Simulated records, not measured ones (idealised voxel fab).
Process module heading - voxel ribs on slabs
Displayed cross-section: cut, width of 165 nm, square cells sized 5 nm.
In what follows, cross-sections appear as grids of square cells, described through bands that run from the top down, where every band is one or more rows of cells.
Band: top height; bottom height; in nm. Then, left to right: material with width in nm, for each material. "edge to edge": a single material spanning edge to edge. "blank": empty space.
Zero point of the height axis is 0; under it, received wafer = one material. Lowest band: continues down indefinitely, "0 and below".
So if you see something like "30..40" for the width, read it as the top row of the band sitting at the first number and the bottom row at the second, with every row in between moving by the same amount as the last.
What does "nothing different" mean for a step? It means no cell of the cross-section changed in that step.
The entry titled "Closed empty spaces" provides the empty spaces that have no open way to the top, restricted to those of 8 cells or more. Each is presented as width x height at distance, the distance being measured from the left edge, with all three in nm.
Text after the settings on a step's line: the simulator's own remark on that step.
overlay nm: mask right of planned place by this much (step with mask). Neg. = left.

# Process steps foreseen in the plan
1: op RECEIVE | material Si
2: op DIRECTIONAL_DEP | material SiO2 | thk nm 30
3: op DIRECTIONAL_DEP | material polySi | thk nm 20
4: op MASKED_ETCH | tone cover | mask id RIB | width nm 30 | etch materials polySi | depth nm 5 | overlay nm 0
5: op MASKED_ETCH | tone cover | mask id SLAB | width nm 70 | etch materials polySi | depth nm 5 | overlay nm 0
6: op FILL_DEP | material SiO2 | thk nm 20
7: op CMP | height nm 60
8: op DIRECTIONAL_DEP | material W | thk nm 5
9: op PATTERN | tone cover | mask id HEATER | material resist | width nm 40 | thk nm 20 | overlay nm 0
10: op DIRECTIONAL_ETCH | etch materials W | depth nm 5
11: op STRIP | etch materials resist
12: op CONFORMAL_DEP | material SiO2 | thk nm 5
For clarity, it should be stated that the wafers under discussion commence in an identical condition and differ with respect to the depth nm of step 4, the plan indicating the value that the first wafer had.

# This is how the first of several wafers looked in cross-section when it arrived, which is after step 1
    0 and below = Si edge to edge
    Closed empty spaces: none

# At the end of the module, after its last step, step 12, the first of several wafers appears in cross-section as follows
    70 down to 65 = 55 blank | 50 SiO2 | 60 blank
    65 down to 60 = 60 SiO2 | 40 W | 65 SiO2
    60 down to 50 = SiO2 edge to edge
    50 down to 40 = 65..45 SiO2 | 30..70 polySi | 70..50 SiO2
    40 down to 30 = polySi edge to edge
    30 down to 0 = SiO2 edge to edge
    0 and below = Si edge to edge
    Closed empty spaces: none

# Cross-sectional view, end of module, last wafer of several
    70 down to 65 = 55 blank | 50 SiO2 | 60 blank
    65 down to 60 = 60 SiO2 | 40 W | 65 SiO2
    60 down to 50 = SiO2 edge to edge
    50 down to 30 = 65 SiO2 | 30 polySi | 70 SiO2
    30 down to 0 = SiO2 edge to edge
    0 and below = Si edge to edge
    Closed empty spaces: none

# So in this table every wafer gets its own row, and what you see is where it stands at the end of the module: for each material, how many cells it picked up (+) or gave up (-) since we received it, and after that its closed voids
depth nm 5; +345 SiO2; +8 W; +86 polySi; Closed empty spaces: none
depth nm 10; +372 SiO2; +8 W; +59 polySi; Closed empty spaces: none
depth nm 15; +399 SiO2; +8 W; +32 polySi; Closed empty spaces: none
depth nm 20; +407 SiO2; +8 W; +24 polySi; Closed empty spaces: none
depth nm 25; +407 SiO2; +8 W; +24 polySi; Closed empty spaces: none
depth nm 30; +407 SiO2; +8 W; +24 polySi; Closed empty spaces: none
